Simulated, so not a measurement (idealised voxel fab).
process module | voxel released beams
cross-section cut | 230 nm wide | cells 5 nm
A cross-section is a grid of square cells, given in bands from the top down. A band is one or more rows of cells.
Each band's line starts with the height of the band's top and of its bottom, in nm. Then come its materials from left to right, each with its width in nm. One material with "throughout" fills the band from edge to edge. "air" is empty space.
Height 0 is the level under which the wafer as received is all one material. The lowest band goes on downwards, as in "0 down".
A width such as "30 to 40" changes by the same amount from each row of cells to the next, from the band's top row to its bottom row.
"no change" after a step means that no cell of the cross-section changed.
closed voids: empty space of 8 cells or more with no open way to the top, each as width x height at its distance from the left edge, in nm
after a step's settings: what the simulator itself notes on the step
overlay nm, on a step with a mask: how far to the right of its planned place the mask lay; to the left if negative
plan
1 op RECEIVE | material Si
2 op CONFORMAL_DEP | material SiN | thk nm 10
3 op DIRECTIONAL_DEP | material SiO2 | thk nm 10
4 op PATTERN | tone open | mask id ANCHOR | material resist | width nm 40 | thk nm 15 | overlay nm -15
5 op DIRECTIONAL_ETCH | etch materials SiO2 | depth nm 10
6 op STRIP | etch materials resist
7 op CONFORMAL_DEP | material polySi | thk nm 15
8 op MASKED_ETCH | tone cover | mask id BEAM | width nm 100 | etch materials polySi | depth nm 15 | overlay nm 0
9 op STRIP | etch materials SiO2
varied across the wafers: overlay nm of step 4. The plan shows the first wafer's value. All wafers start alike
first wafer as received, after step 1
  0 down: Si throughout
  closed voids: none
each wafer at the end: cells of each material gained (+) or lost (-) since it was received, then its closed voids
overlay nm -15 | +92 SiN | +72 polySi | closed voids: none
overlay nm -10 | +92 SiN | +72 polySi | closed voids: none
overlay nm -5 | +92 SiN | +72 polySi | closed voids: none
overlay nm 0 | +92 SiN | +72 polySi | closed voids: none
overlay nm 5 | +92 SiN | +72 polySi | closed voids: none
overlay nm 10 | +92 SiN | +72 polySi | closed voids: none
overlay nm 15 | +92 SiN | +72 polySi | closed voids: none
